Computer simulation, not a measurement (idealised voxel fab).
process module | voxel transistor to metal
cross-section cut | 145 nm wide | cells 5 nm
A cross-section is a grid of square cells, given in bands from the top down. A band is one or more rows of cells.
Each band's line starts with the height of the band's top and of its bottom, in nm. Then come its materials from left to right, each with its width in nm. One material with "throughout" fills the band from edge to edge. "air" is empty space.
Height 0 is the level under which the wafer as received is all one material. The lowest band goes on downwards, as in "0 down".
A width such as "30 to 40" changes by the same amount from each row of cells to the next, from the band's top row to its bottom row.
"no change" after a step means that no cell of the cross-section changed.
closed voids: empty space of 8 cells or more with no open way to the top, each as width x height at its distance from the left edge, in nm
after a step's settings: what the simulator itself notes on the step
overlay nm, on a step with a mask: how far to the right of its planned place the mask lay; to the left if negative
Each pair below shows a cross-section before one step and the cross-section after it, down to the lowest band that changed. The line under each pair gives the step between them, with its settings. The pairs can come from different runs of this module on the same starting wafer, so a pair continues from the pair above only where its "before" says so.
before
  40 to 35: air 45 | SiN 10 | air 5 | SiCN 25 | air 5 | SiN 10 | air 45
  35 to 30: air 45 | SiN 10 | SiO2 5 | SiCN 25 | SiO2 5 | SiN 10 | air 45
  30 to 5: air 45 | SiN 10 | SiO2 5 | polySi 25 | SiO2 5 | SiN 10 | air 45
  5 to 0: air 15 | SiN 10 | air 20 | SiN 10 | SiO2 5 | polySi 25 | SiO2 5 | SiN 10 | air 20 | SiN 10 | air 15
  0 to -5: SiO2 25 | air 20 | SiO2 55 | air 20 | SiO2 25
  -5 to -10: SiO2 25 | Si 95 | SiO2 25
  -10 to -25: SiO2 20 | Si 105 | SiO2 20
  -25 down: Si throughout
  closed voids: none
after
  40 to 35: air 45 | SiN 10 | air 5 | SiCN 25 | air 5 | SiN 10 | air 45
  35 to 30: air 45 | SiN 10 | SiO2 5 | SiCN 25 | SiO2 5 | SiN 10 | air 45
  30 to 5: air 45 | SiN 10 | SiO2 5 | polySi 25 | SiO2 5 | SiN 10 | air 45
  5 to 0: air 15 | SiN 10 | air 20 | SiN 10 | SiO2 5 | polySi 25 | SiO2 5 | SiN 10 | air 20 | SiN 10 | air 15
  0 to -5: SiO2 25 | air 20 | SiO2 55 | air 20 | SiO2 25
  -5 to -10: SiO2 25 | air 20 | Si 55 | air 20 | SiO2 25
  below -10: unchanged
  closed voids: none
the step between: op DIRECTIONAL_ETCH | etch materials Si | depth nm 5
before: the cross-section after the pair above
after
  40 to 35: air 45 | SiN 10 | air 5 | SiCN 25 | air 5 | SiN 10 | air 45
  35 to 30: air 45 | SiN 10 | SiO2 5 | SiCN 25 | SiO2 5 | SiN 10 | air 45
  30 to 5: air 45 | SiN 10 | SiO2 5 | polySi 25 | SiO2 5 | SiN 10 | air 45
  5 to 0: air 15 | SiN 10 | air 10 | nSi 10 | SiN 10 | SiO2 5 | polySi 25 | SiO2 5 | SiN 10 | nSi 10 | air 10 | SiN 10 | air 15
  0 to -5: SiO2 25 | nSi 20 | SiO2 55 | nSi 20 | SiO2 25
  -5 to -10: SiO2 25 | nSi 20 | Si 55 | nSi 20 | SiO2 25
  below -10: unchanged
  closed voids: none
the step between: op EPI | material nSi | thk nm 10
before: the cross-section after the pair above
after
  50 to 40: SiO2 throughout
  40 to 30: SiO2 45 | SiN 10 | SiO2 5 | SiCN 25 | SiO2 5 | SiN 10 | SiO2 45
  30 to 5: SiO2 45 | SiN 10 | SiO2 5 | polySi 25 | SiO2 5 | SiN 10 | SiO2 45
  5 to 0: SiO2 15 | SiN 10 | SiO2 10 | nSi 10 | SiN 10 | SiO2 5 | polySi 25 | SiO2 5 | SiN 10 | nSi 10 | SiO2 10 | SiN 10 | SiO2 15
  below 0: unchanged
  closed voids: none
the step between: op FILL_DEP | material SiO2 | thk nm 10
before: the cross-section after the pair above
after
  40 to 30: SiO2 45 | SiN 10 | SiO2 5 | SiCN 25 | SiO2 5 | SiN 10 | SiO2 45
  below 30: unchanged
  closed voids: none
the step between: op CMP | height nm 40
before: the cross-section after the pair above
after
  55 to 40: SiO2 throughout
  below 40: unchanged
  closed voids: none
the step between: op DIRECTIONAL_DEP | material SiO2 | thk nm 15
before: the cross-section after the pair above
after
  55 to 40: SiO2 25 | air 15 | SiO2 65 | air 15 | SiO2 25
  40 to 30: SiO2 25 | air 15 | SiO2 5 | SiN 10 | SiO2 5 | SiCN 25 | SiO2 5 | SiN 10 | SiO2 5 | air 15 | SiO2 25
  30 to 5: SiO2 25 | air 15 | SiO2 5 | SiN 10 | SiO2 5 | polySi 25 | SiO2 5 | SiN 10 | SiO2 5 | air 15 | SiO2 25
  below 5: unchanged
  closed voids: none
the step between: op MASKED_ETCH | tone open | mask id CONTACT | width nm 15 | pitch nm 80 | etch materials SiO2 | depth nm 50 | overlay nm 0
before: the cross-section after the pair above
after
  60 to 55: TiN 30 | air 5 | TiN 75 | air 5 | TiN 30
  55 to 40: SiO2 25 | TiN 5 | air 5 | TiN 5 | SiO2 65 | TiN 5 | air 5 | TiN 5 | SiO2 25
  40 to 30: SiO2 25 | TiN 5 | air 5 | TiN 5 | SiO2 5 | SiN 10 | SiO2 5 | SiCN 25 | SiO2 5 | SiN 10 | SiO2 5 | TiN 5 | air 5 | TiN 5 | SiO2 25
  30 to 10: SiO2 25 | TiN 5 | air 5 | TiN 5 | SiO2 5 | SiN 10 | SiO2 5 | polySi 25 | SiO2 5 | SiN 10 | SiO2 5 | TiN 5 | air 5 | TiN 5 | SiO2 25
  10 to 5: SiO2 25 | TiN 15 | SiO2 5 | SiN 10 | SiO2 5 | polySi 25 | SiO2 5 | SiN 10 | SiO2 5 | TiN 15 | SiO2 25
  below 5: unchanged
  closed voids: none
the step between: op CONFORMAL_DEP | material TiN | thk nm 5
before: the cross-section after the pair above
after
  70 to 60: Ru throughout
  60 to 55: TiN 30 | Ru 5 | TiN 75 | Ru 5 | TiN 30
  55 to 40: SiO2 25 | TiN 5 | Ru 5 | TiN 5 | SiO2 65 | TiN 5 | Ru 5 | TiN 5 | SiO2 25
  40 to 30: SiO2 25 | TiN 5 | Ru 5 | TiN 5 | SiO2 5 | SiN 10 | SiO2 5 | SiCN 25 | SiO2 5 | SiN 10 | SiO2 5 | TiN 5 | Ru 5 | TiN 5 | SiO2 25
  30 to 10: SiO2 25 | TiN 5 | Ru 5 | TiN 5 | SiO2 5 | SiN 10 | SiO2 5 | polySi 25 | SiO2 5 | SiN 10 | SiO2 5 | TiN 5 | Ru 5 | TiN 5 | SiO2 25
  below 10: unchanged
  closed voids: none
the step between: op FILL_DEP | material Ru | thk nm 10
before: the cross-section after the pair above
after
  55 to 40: SiO2 25 | TiN 5 | Ru 5 | TiN 5 | SiO2 65 | TiN 5 | Ru 5 | TiN 5 | SiO2 25
  below 40: unchanged
  closed voids: none
the step between: op CMP | height nm 55
before: the cross-section after the pair above
after
  60 to 55: SiCN throughout
  below 55: unchanged
  closed voids: none
the step between: op CONFORMAL_DEP | material SiCN | thk nm 5
before: the cross-section after the pair above
after
  85 to 60: lowk throughout
  below 60: unchanged
  closed voids: none
the step between: op DIRECTIONAL_DEP | material lowk | thk nm 25
before: the cross-section after the pair above
after
  100 to 85: aC throughout
  below 85: unchanged
  closed voids: none
the step between: op DIRECTIONAL_DEP | material aC | thk nm 15
before: the cross-section after the pair above
after
  130 to 100: resist 25 | air 15 | resist 65 | air 15 | resist 25
  below 100: unchanged
  closed voids: none
the step between: op PATTERN | tone open | mask id METAL_1 | material resist | width nm 15 | pitch nm 80 | thk nm 30 | overlay nm 0
before: the cross-section after the pair above
after
  115 to 100: resist 25 | air 15 | resist 65 | air 15 | resist 25
  100 to 85: aC 25 | air 15 | aC 65 | air 15 | aC 25
  below 85: unchanged
  closed voids: none
the step between: op DIRECTIONAL_ETCH | etch materials aC | depth nm 15
before: the cross-section after the pair above
after
  100 to 85: aC 25 | air 15 | aC 65 | air 15 | aC 25
  below 85: unchanged
  closed voids: none
the step between: op STRIP | etch materials resist
before: the cross-section after the pair above
after
  100 to 85: aC 25 | air 15 | aC 65 | air 15 | aC 25
  85 to 60: lowk 25 | air 15 | lowk 65 | air 15 | lowk 25
  below 60: unchanged
  closed voids: none
the step between: op DIRECTIONAL_ETCH | etch materials lowk | depth nm 25
before: the cross-section after the pair above
after
  100 to 85: aC 25 | air 15 | aC 65 | air 15 | aC 25
  85 to 60: lowk 25 | air 15 | lowk 65 | air 15 | lowk 25
  60 to 55: SiCN 25 | air 15 | SiCN 65 | air 15 | SiCN 25
  below 55: unchanged
  closed voids: none
the step between: op DIRECTIONAL_ETCH | etch materials SiCN | depth nm 5
before: the cross-section after the pair above
after
  85 to 60: lowk 25 | air 15 | lowk 65 | air 15 | lowk 25
  below 60: unchanged
  closed voids: none
the step between: op STRIP | etch materials aC
before: the cross-section after the pair above
after
  90 to 85: TiN 30 | air 5 | TiN 75 | air 5 | TiN 30
  85 to 60: lowk 25 | TiN 5 | air 5 | TiN 5 | lowk 65 | TiN 5 | air 5 | TiN 5 | lowk 25
  60 to 55: SiCN 25 | TiN 15 | SiCN 65 | TiN 15 | SiCN 25
  below 55: unchanged
  closed voids: none
the step between: op CONFORMAL_DEP | material TiN | thk nm 5
before: the cross-section after the pair above
after
  100 to 90: Cu throughout
  90 to 85: TiN 30 | Cu 5 | TiN 75 | Cu 5 | TiN 30
  85 to 60: lowk 25 | TiN 5 | Cu 5 | TiN 5 | lowk 65 | TiN 5 | Cu 5 | TiN 5 | lowk 25
  below 60: unchanged
  closed voids: none
the step between: op FILL_DEP | material Cu | thk nm 10
before: the cross-section after the pair above
after
  85 to 60: lowk 25 | TiN 5 | Cu 5 | TiN 5 | lowk 65 | TiN 5 | Cu 5 | TiN 5 | lowk 25
  below 60: unchanged
  closed voids: none
the step between: op CMP | height nm 85
before: the cross-section after the pair above
after
  90 to 85: SiCN throughout
  below 85: unchanged
  closed voids: none
the step between: op CONFORMAL_DEP | material SiCN | thk nm 5
before: the cross-section after the pair above
after
  115 to 90: SiO2 throughout
  below 90: unchanged
  closed voids: none
the step between: op DIRECTIONAL_DEP | material SiO2 | thk nm 25
before: the cross-section after the pair above
after
  125 to 115: aC throughout
  below 115: unchanged
  closed voids: none
the step between: op DIRECTIONAL_DEP | material aC | thk nm 10
before: the cross-section after the pair above
after
  155 to 125: resist 25 | air 15 | resist 65 | air 15 | resist 25
  below 125: unchanged
  closed voids: none
the step between: op PATTERN | tone open | mask id METAL_2 | material resist | width nm 15 | pitch nm 80 | thk nm 30 | overlay nm 0
before: the cross-section after the pair above
after
  145 to 125: resist 25 | air 15 | resist 65 | air 15 | resist 25
  125 to 115: aC 25 | air 15 | aC 65 | air 15 | aC 25
  below 115: unchanged
  closed voids: none
the step between: op DIRECTIONAL_ETCH | etch materials aC | depth nm 10
before: the cross-section after the pair above
after
  125 to 115: aC 25 | air 15 | aC 65 | air 15 | aC 25
  below 115: unchanged
  closed voids: none
the step between: op STRIP | etch materials resist
before: the cross-section after the pair above
after
  125 to 115: aC 25 | air 15 | aC 65 | air 15 | aC 25
  115 to 100: SiO2 25 | air 15 | SiO2 65 | air 15 | SiO2 25
  below 100: unchanged
  closed voids: none
the step between: op DIRECTIONAL_ETCH | etch materials SiO2 | depth nm 15
before: the cross-section after the pair above
after
  115 to 100: SiO2 25 | air 15 | SiO2 65 | air 15 | SiO2 25
  below 100: unchanged
  closed voids: none
the step between: op STRIP | etch materials aC
before: the cross-section after the pair above
after
  130 to 115: aC 25 | air 15 | aC 65 | air 15 | aC 25
  115 to 100: SiO2 25 | aC 15 | SiO2 65 | aC 15 | SiO2 25
  below 100: unchanged
  closed voids: none
the step between: op DIRECTIONAL_DEP | material aC | thk nm 15
before: the cross-section after the pair above
after
  160 to 130: resist 25 | air 15 | resist 65 | air 15 | resist 25
  below 130: unchanged
  closed voids: none
the step between: op PATTERN | tone open | mask id METAL_2_HOLES | material resist | width nm 15 | pitch nm 80 | thk nm 30 | overlay nm 0
before: the cross-section after the pair above
after
  145 to 130: resist 25 | air 15 | resist 65 | air 15 | resist 25
  130 to 115: aC 25 | air 15 | aC 65 | air 15 | aC 25
  115 to 100: SiO2 25 | air 15 | SiO2 65 | air 15 | SiO2 25
  below 100: unchanged
  closed voids: none
the step between: op DIRECTIONAL_ETCH | etch materials aC | depth nm 15
before: the cross-section after the pair above
after
  130 to 115: aC 25 | air 15 | aC 65 | air 15 | aC 25
  below 115: unchanged
  closed voids: none
the step between: op STRIP | etch materials resist
before: the cross-section after the pair above
after
  130 to 115: aC 25 | air 15 | aC 65 | air 15 | aC 25
  115 to 90: SiO2 25 | air 15 | SiO2 65 | air 15 | SiO2 25
  below 90: unchanged
  closed voids: none
the step between: op DIRECTIONAL_ETCH | etch materials SiO2 | depth nm 10
before: the cross-section after the pair above
after
  130 to 115: aC 25 | air 15 | aC 65 | air 15 | aC 25
  115 to 90: SiO2 25 | air 15 | SiO2 65 | air 15 | SiO2 25
  90 to 85: SiCN 25 | air 15 | SiCN 65 | air 15 | SiCN 25
  below 85: unchanged
  closed voids: none
the step between: op DIRECTIONAL_ETCH | etch materials SiCN | depth nm 5
before: the cross-section after the pair above
after
  115 to 90: SiO2 25 | air 15 | SiO2 65 | air 15 | SiO2 25
  below 90: unchanged
  closed voids: none
the step between: op STRIP | etch materials aC
before: the cross-section after the pair above
after
  120 to 115: TiN 30 | air 5 | TiN 75 | air 5 | TiN 30
  115 to 90: SiO2 25 | TiN 5 | air 5 | TiN 5 | SiO2 65 | TiN 5 | air 5 | TiN 5 | SiO2 25
  90 to 85: SiCN 25 | TiN 15 | SiCN 65 | TiN 15 | SiCN 25
  below 85: unchanged
  closed voids: none
the step between: op CONFORMAL_DEP | material TiN | thk nm 5
before: the cross-section after the pair above
after
  130 to 120: Cu throughout
  120 to 115: TiN 30 | Cu 5 | TiN 75 | Cu 5 | TiN 30
  115 to 90: SiO2 25 | TiN 5 | Cu 5 | TiN 5 | SiO2 65 | TiN 5 | Cu 5 | TiN 5 | SiO2 25
  below 90: unchanged
  closed voids: none
the step between: op FILL_DEP | material Cu | thk nm 10
before: the cross-section after the pair above
after
  115 to 90: SiO2 25 | TiN 5 | Cu 5 | TiN 5 | SiO2 65 | TiN 5 | Cu 5 | TiN 5 | SiO2 25
  below 90: unchanged
  closed voids: none
the step between: op CMP | height nm 115
before: the cross-section after the pair above
after
  120 to 115: SiCN throughout
  below 115: unchanged
  closed voids: none
the step between: op CONFORMAL_DEP | material SiCN | thk nm 5
before
  50 to 40: SiO2 throughout
  40 to 30: SiO2 45 | SiN 10 | SiO2 5 | SiCN 25 | SiO2 5 | SiN 10 | SiO2 45
  30 to 5: SiO2 45 | SiN 10 | SiO2 5 | polySi 25 | SiO2 5 | SiN 10 | SiO2 45
  5 to 0: SiO2 20 | SiN 10 | nSi 15 | SiN 10 | SiO2 5 | polySi 25 | SiO2 5 | SiN 10 | nSi 15 | SiN 10 | SiO2 20
  0 to -5: SiO2 30 | nSi 15 | SiO2 55 | nSi 15 | SiO2 30
  -5 to -10: SiO2 20 | Si 10 | nSi 15 | Si 55 | nSi 15 | Si 10 | SiO2 20
  -10 to -25: SiO2 20 | Si 105 | SiO2 20
  -25 down: Si throughout
  closed voids: none
after
  35 to 30: SiO2 45 | SiN 10 | SiO2 5 | SiCN 25 | SiO2 5 | SiN 10 | SiO2 45
  below 30: unchanged
  closed voids: none
the step between: op CMP | height nm 35
before: the cross-section after the pair above
after
  50 to 35: SiO2 throughout
  below 35: unchanged
  closed voids: none
the step between: op DIRECTIONAL_DEP | material SiO2 | thk nm 15
before: the cross-section after the pair above
after
  50 to 35: SiO2 25 | air 15 | SiO2 65 | air 15 | SiO2 25
  35 to 30: SiO2 25 | air 15 | SiO2 5 | SiN 10 | SiO2 5 | SiCN 25 | SiO2 5 | SiN 10 | SiO2 5 | air 15 | SiO2 25
  30 to 5: SiO2 25 | air 15 | SiO2 5 | SiN 10 | SiO2 5 | polySi 25 | SiO2 5 | SiN 10 | SiO2 5 | air 15 | SiO2 25
  below 5: unchanged
  closed voids: none
the step between: op MASKED_ETCH | tone open | mask id CONTACT | width nm 15 | pitch nm 80 | etch materials SiO2 | depth nm 50 | overlay nm 0
before: the cross-section after the pair above
after
  55 to 50: TiN 30 | air 5 | TiN 75 | air 5 | TiN 30
  50 to 35: SiO2 25 | TiN 5 | air 5 | TiN 5 | SiO2 65 | TiN 5 | air 5 | TiN 5 | SiO2 25
  35 to 30: SiO2 25 | TiN 5 | air 5 | TiN 5 | SiO2 5 | SiN 10 | SiO2 5 | SiCN 25 | SiO2 5 | SiN 10 | SiO2 5 | TiN 5 | air 5 | TiN 5 | SiO2 25
  30 to 10: SiO2 25 | TiN 5 | air 5 | TiN 5 | SiO2 5 | SiN 10 | SiO2 5 | polySi 25 | SiO2 5 | SiN 10 | SiO2 5 | TiN 5 | air 5 | TiN 5 | SiO2 25
  10 to 5: SiO2 25 | TiN 15 | SiO2 5 | SiN 10 | SiO2 5 | polySi 25 | SiO2 5 | SiN 10 | SiO2 5 | TiN 15 | SiO2 25
  below 5: unchanged
  closed voids: none
the step between: op CONFORMAL_DEP | material TiN | thk nm 5
before: the cross-section after the pair above
after
  65 to 55: Ru throughout
  55 to 50: TiN 30 | Ru 5 | TiN 75 | Ru 5 | TiN 30
  50 to 35: SiO2 25 | TiN 5 | Ru 5 | TiN 5 | SiO2 65 | TiN 5 | Ru 5 | TiN 5 | SiO2 25
  35 to 30: SiO2 25 | TiN 5 | Ru 5 | TiN 5 | SiO2 5 | SiN 10 | SiO2 5 | SiCN 25 | SiO2 5 | SiN 10 | SiO2 5 | TiN 5 | Ru 5 | TiN 5 | SiO2 25
  30 to 10: SiO2 25 | TiN 5 | Ru 5 | TiN 5 | SiO2 5 | SiN 10 | SiO2 5 | polySi 25 | SiO2 5 | SiN 10 | SiO2 5 | TiN 5 | Ru 5 | TiN 5 | SiO2 25
  below 10: unchanged
  closed voids: none
the step between: op FILL_DEP | material Ru | thk nm 10
before: the cross-section after the pair above
after
  55 to 50: TiN 30 | Ru 5 | TiN 75 | Ru 5 | TiN 30
  below 50: unchanged
  closed voids: none
the step between: op CMP | height nm 55
before: the cross-section after the pair above
after
  60 to 55: SiCN throughout
  below 55: unchanged
  closed voids: none
the step between: op CONFORMAL_DEP | material SiCN | thk nm 5
before: the cross-section after the pair above
after
  85 to 60: lowk throughout
  below 60: unchanged
  closed voids: none
the step between: op DIRECTIONAL_DEP | material lowk | thk nm 25
before: the cross-section after the pair above
after
  100 to 85: aC throughout
  below 85: unchanged
  closed voids: none
the step between: op DIRECTIONAL_DEP | material aC | thk nm 15
before: the cross-section after the pair above
after
  130 to 100: resist 25 | air 15 | resist 65 | air 15 | resist 25
  below 100: unchanged
  closed voids: none
the step between: op PATTERN | tone open | mask id METAL_1 | material resist | width nm 15 | pitch nm 80 | thk nm 30 | overlay nm 0
before: the cross-section after the pair above
after
  115 to 100: resist 25 | air 15 | resist 65 | air 15 | resist 25
  100 to 85: aC 25 | air 15 | aC 65 | air 15 | aC 25
  below 85: unchanged
  closed voids: none
the step between: op DIRECTIONAL_ETCH | etch materials aC | depth nm 15
before: the cross-section after the pair above
after
  100 to 85: aC 25 | air 15 | aC 65 | air 15 | aC 25
  below 85: unchanged
  closed voids: none
the step between: op STRIP | etch materials resist
before: the cross-section after the pair above
after
  100 to 85: aC 25 | air 15 | aC 65 | air 15 | aC 25
  85 to 60: lowk 25 | air 15 | lowk 65 | air 15 | lowk 25
  below 60: unchanged
  closed voids: none
the step between: op DIRECTIONAL_ETCH | etch materials lowk | depth nm 25
before: the cross-section after the pair above
after
  100 to 85: aC 25 | air 15 | aC 65 | air 15 | aC 25
  85 to 60: lowk 25 | air 15 | lowk 65 | air 15 | lowk 25
  60 to 55: SiCN 25 | air 15 | SiCN 65 | air 15 | SiCN 25
  below 55: unchanged
  closed voids: none
the step between: op DIRECTIONAL_ETCH | etch materials SiCN | depth nm 5
before: the cross-section after the pair above
after
  85 to 60: lowk 25 | air 15 | lowk 65 | air 15 | lowk 25
  below 60: unchanged
  closed voids: none
the step between: op STRIP | etch materials aC
before: the cross-section after the pair above
after
  90 to 85: TiN 30 | air 5 | TiN 75 | air 5 | TiN 30
  85 to 60: lowk 25 | TiN 5 | air 5 | TiN 5 | lowk 65 | TiN 5 | air 5 | TiN 5 | lowk 25
  60 to 55: SiCN 25 | TiN 15 | SiCN 65 | TiN 15 | SiCN 25
  below 55: unchanged
  closed voids: none
the step between: op CONFORMAL_DEP | material TiN | thk nm 5
before: the cross-section after the pair above
after
  100 to 90: Cu throughout
  90 to 85: TiN 30 | Cu 5 | TiN 75 | Cu 5 | TiN 30
  85 to 60: lowk 25 | TiN 5 | Cu 5 | TiN 5 | lowk 65 | TiN 5 | Cu 5 | TiN 5 | lowk 25
  below 60: unchanged
  closed voids: none
the step between: op FILL_DEP | material Cu | thk nm 10
before: the cross-section after the pair above
after
  85 to 60: lowk 25 | TiN 5 | Cu 5 | TiN 5 | lowk 65 | TiN 5 | Cu 5 | TiN 5 | lowk 25
  below 60: unchanged
  closed voids: none
the step between: op CMP | height nm 85
before: the cross-section after the pair above
after
  90 to 85: SiCN throughout
  below 85: unchanged
  closed voids: none
the step between: op CONFORMAL_DEP | material SiCN | thk nm 5
before: the cross-section after the pair above
after
  115 to 90: SiO2 throughout
  below 90: unchanged
  closed voids: none
the step between: op DIRECTIONAL_DEP | material SiO2 | thk nm 25
before: the cross-section after the pair above
after
  125 to 115: aC throughout
  below 115: unchanged
  closed voids: none
the step between: op DIRECTIONAL_DEP | material aC | thk nm 10
before: the cross-section after the pair above
after
  155 to 125: resist 25 | air 15 | resist 65 | air 15 | resist 25
  below 125: unchanged
  closed voids: none
the step between: op PATTERN | tone open | mask id METAL_2 | material resist | width nm 15 | pitch nm 80 | thk nm 30 | overlay nm 0
before: the cross-section after the pair above
after
  145 to 125: resist 25 | air 15 | resist 65 | air 15 | resist 25
  125 to 115: aC 25 | air 15 | aC 65 | air 15 | aC 25
  below 115: unchanged
  closed voids: none
the step between: op DIRECTIONAL_ETCH | etch materials aC | depth nm 10
before: the cross-section after the pair above
after
  125 to 115: aC 25 | air 15 | aC 65 | air 15 | aC 25
  below 115: unchanged
  closed voids: none
the step between: op STRIP | etch materials resist
before: the cross-section after the pair above
after
  125 to 115: aC 25 | air 15 | aC 65 | air 15 | aC 25
  115 to 100: SiO2 25 | air 15 | SiO2 65 | air 15 | SiO2 25
  below 100: unchanged
  closed voids: none
the step between: op DIRECTIONAL_ETCH | etch materials SiO2 | depth nm 15
before: the cross-section after the pair above
after
  115 to 100: SiO2 25 | air 15 | SiO2 65 | air 15 | SiO2 25
  below 100: unchanged
  closed voids: none
the step between: op STRIP | etch materials aC
before: the cross-section after the pair above
after
  130 to 115: aC 25 | air 15 | aC 65 | air 15 | aC 25
  115 to 100: SiO2 25 | aC 15 | SiO2 65 | aC 15 | SiO2 25
  below 100: unchanged
  closed voids: none
the step between: op DIRECTIONAL_DEP | material aC | thk nm 15
before: the cross-section after the pair above
after
  160 to 130: resist 25 | air 15 | resist 65 | air 15 | resist 25
  below 130: unchanged
  closed voids: none
the step between: op PATTERN | tone open | mask id METAL_2_HOLES | material resist | width nm 15 | pitch nm 80 | thk nm 30 | overlay nm 0
before: the cross-section after the pair above
after
  145 to 130: resist 25 | air 15 | resist 65 | air 15 | resist 25
  130 to 115: aC 25 | air 15 | aC 65 | air 15 | aC 25
  115 to 100: SiO2 25 | air 15 | SiO2 65 | air 15 | SiO2 25
  below 100: unchanged
  closed voids: none
the step between: op DIRECTIONAL_ETCH | etch materials aC | depth nm 15
before: the cross-section after the pair above
after
  130 to 115: aC 25 | air 15 | aC 65 | air 15 | aC 25
  below 115: unchanged
  closed voids: none
the step between: op STRIP | etch materials resist
before: the cross-section after the pair above
after
  130 to 115: aC 25 | air 15 | aC 65 | air 15 | aC 25
  115 to 90: SiO2 25 | air 15 | SiO2 65 | air 15 | SiO2 25
  below 90: unchanged
  closed voids: none
the step between: op DIRECTIONAL_ETCH | etch materials SiO2 | depth nm 10
before: the cross-section after the pair above
after
  130 to 115: aC 25 | air 15 | aC 65 | air 15 | aC 25
  115 to 90: SiO2 25 | air 15 | SiO2 65 | air 15 | SiO2 25
  90 to 85: SiCN 25 | air 15 | SiCN 65 | air 15 | SiCN 25
  below 85: unchanged
  closed voids: none
the step between: op DIRECTIONAL_ETCH | etch materials SiCN | depth nm 5
before: the cross-section after the pair above
after
  115 to 90: SiO2 25 | air 15 | SiO2 65 | air 15 | SiO2 25
  below 90: unchanged
  closed voids: none
the step between: op STRIP | etch materials aC
before: the cross-section after the pair above
after
  120 to 115: TiN 30 | air 5 | TiN 75 | air 5 | TiN 30
  115 to 90: SiO2 25 | TiN 5 | air 5 | TiN 5 | SiO2 65 | TiN 5 | air 5 | TiN 5 | SiO2 25
  90 to 85: SiCN 25 | TiN 15 | SiCN 65 | TiN 15 | SiCN 25
  below 85: unchanged
  closed voids: none
the step between: op CONFORMAL_DEP | material TiN | thk nm 5
before: the cross-section after the pair above
after
  130 to 120: Cu throughout
  120 to 115: TiN 30 | Cu 5 | TiN 75 | Cu 5 | TiN 30
  115 to 90: SiO2 25 | TiN 5 | Cu 5 | TiN 5 | SiO2 65 | TiN 5 | Cu 5 | TiN 5 | SiO2 25
  below 90: unchanged
  closed voids: none
the step between: op FILL_DEP | material Cu | thk nm 10
before: the cross-section after the pair above
after
  115 to 90: SiO2 25 | TiN 5 | Cu 5 | TiN 5 | SiO2 65 | TiN 5 | Cu 5 | TiN 5 | SiO2 25
  below 90: unchanged
  closed voids: none
the step between: op CMP | height nm 115
before: the cross-section after the pair above
after
  120 to 115: SiCN throughout
  below 115: unchanged
  closed voids: none
the step between: op CONFORMAL_DEP | material SiCN | thk nm 5
before
  45 to 40: SiCN 15 | air 115 | SiCN 15
  40 to 35: SiCN throughout
  35 to 30: polySi 15 | SiCN 115 | polySi 15
  30 to 5: polySi throughout
  5 to 0: SiO2 15 | polySi 115 | SiO2 15
  0 to -5: SiO2 throughout
  -5 to -25: SiO2 20 | Si 105 | SiO2 20
  -25 down: Si throughout
  closed voids: none
after
  40 to 35: air 65 | SiCN 15 | air 65
  35 to 30: polySi 15 | air 50 | SiCN 15 | air 50 | polySi 15
  below 30: unchanged
  closed voids: none
the step between: op MASKED_ETCH | tone cover | mask id GATE | width nm 15 | etch materials SiCN | depth nm 20 | overlay nm 0
before: the cross-section after the pair above
after
  40 to 30: air 65 | SiCN 15 | air 65
  30 to 5: air 60 | polySi 25 | air 60
  5 to 0: SiO2 15 | air 45 | polySi 25 | air 45 | SiO2 15
  below 0: unchanged
  closed voids: none
the step between: op MASKED_ETCH | tone cover | mask id GATE | width nm 25 | etch materials polySi | depth nm 40 | overlay nm 0
before: the cross-section after the pair above
after
  45 to 40: air 60 | SiO2 25 | air 60
  40 to 30: air 60 to 55 | SiO2 5 to 10 | SiCN 15 | SiO2 5 to 10 | air 60 to 55
  30 to 10: air 55 | SiO2 5 | polySi 25 | SiO2 5 | air 55
  10 to 5: SiO2 20 | air 35 | SiO2 5 | polySi 25 | SiO2 5 | air 35 | SiO2 20
  5 to 0: SiO2 60 | polySi 25 | SiO2 60
  below 0: unchanged
  closed voids: none
the step between: op CONFORMAL_DEP | material SiO2 | thk nm 5
before: the cross-section after the pair above
after
  40 to 30: air 60 | SiO2 5 | SiCN 15 | SiO2 5 | air 60
  30 to 5: air 55 | SiO2 5 | polySi 25 | SiO2 5 | air 55
  5 to 0: SiO2 20 | air 35 | SiO2 5 | polySi 25 | SiO2 5 | air 35 | SiO2 20
  below 0: unchanged
  closed voids: none
the step between: op DIRECTIONAL_ETCH | etch materials SiO2 | depth nm 5
before: the cross-section after the pair above
after
  50 to 40: air 50 | SiN 45 | air 50
  40 to 30: air 45 | SiN 15 | SiO2 5 | SiCN 15 | SiO2 5 | SiN 15 | air 45
  30 to 15: air 45 | SiN 10 | SiO2 5 | polySi 25 | SiO2 5 | SiN 10 | air 45
  15 to 10: SiN 30 | air 15 | SiN 10 | SiO2 5 | polySi 25 | SiO2 5 | SiN 10 | air 15 | SiN 30
  10 to 5: SiN 55 | SiO2 5 | polySi 25 | SiO2 5 | SiN 55
  5 to 0: SiO2 20 | SiN 35 | SiO2 5 | polySi 25 | SiO2 5 | SiN 35 | SiO2 20
  below 0: unchanged
  closed voids: none
the step between: op CONFORMAL_DEP | material SiN | thk nm 10
before: the cross-section after the pair above
after
  40 to 30: air 50 | SiN 10 | SiO2 5 | SiCN 15 | SiO2 5 | SiN 10 | air 50
  30 to 5: air 45 | SiN 10 | SiO2 5 | polySi 25 | SiO2 5 | SiN 10 | air 45
  5 to 0: SiO2 20 | SiN 10 | air 15 | SiN 10 | SiO2 5 | polySi 25 | SiO2 5 | SiN 10 | air 15 | SiN 10 | SiO2 20
  below 0: unchanged
  closed voids: none
the step between: op DIRECTIONAL_ETCH | etch materials SiN | depth nm 10
before: the cross-section after the pair above
after
  40 to 35: air 50 | SiN 10 | air 5 | SiCN 15 | air 5 | SiN 10 | air 50
  35 to 30: air 50 | SiN 10 | SiO2 5 | SiCN 15 | SiO2 5 | SiN 10 | air 50
  30 to 5: air 45 | SiN 10 | SiO2 5 | polySi 25 | SiO2 5 | SiN 10 | air 45
  5 to 0: air 20 | SiN 10 | air 15 | SiN 10 | SiO2 5 | polySi 25 | SiO2 5 | SiN 10 | air 15 | SiN 10 | air 20
  0 to -5: SiO2 30 | air 15 | SiO2 55 | air 15 | SiO2 30
  below -5: unchanged
  closed voids: none
the step between: op DIRECTIONAL_ETCH | etch materials SiO2 | depth nm 5
before: the cross-section after the pair above
after
  40 to 35: air 50 | SiN 10 | air 5 | SiCN 15 | air 5 | SiN 10 | air 50
  35 to 30: air 50 | SiN 10 | SiO2 5 | SiCN 15 | SiO2 5 | SiN 10 | air 50
  30 to 5: air 45 | SiN 10 | SiO2 5 | polySi 25 | SiO2 5 | SiN 10 | air 45
  5 to 0: air 20 | SiN 10 | air 15 | SiN 10 | SiO2 5 | polySi 25 | SiO2 5 | SiN 10 | air 15 | SiN 10 | air 20
  0 to -5: SiO2 30 | air 15 | SiO2 55 | air 15 | SiO2 30
  -5 to -10: SiO2 20 | Si 10 | air 15 | Si 55 | air 15 | Si 10 | SiO2 20
  below -10: unchanged
  closed voids: none
the step between: op DIRECTIONAL_ETCH | etch materials Si | depth nm 5
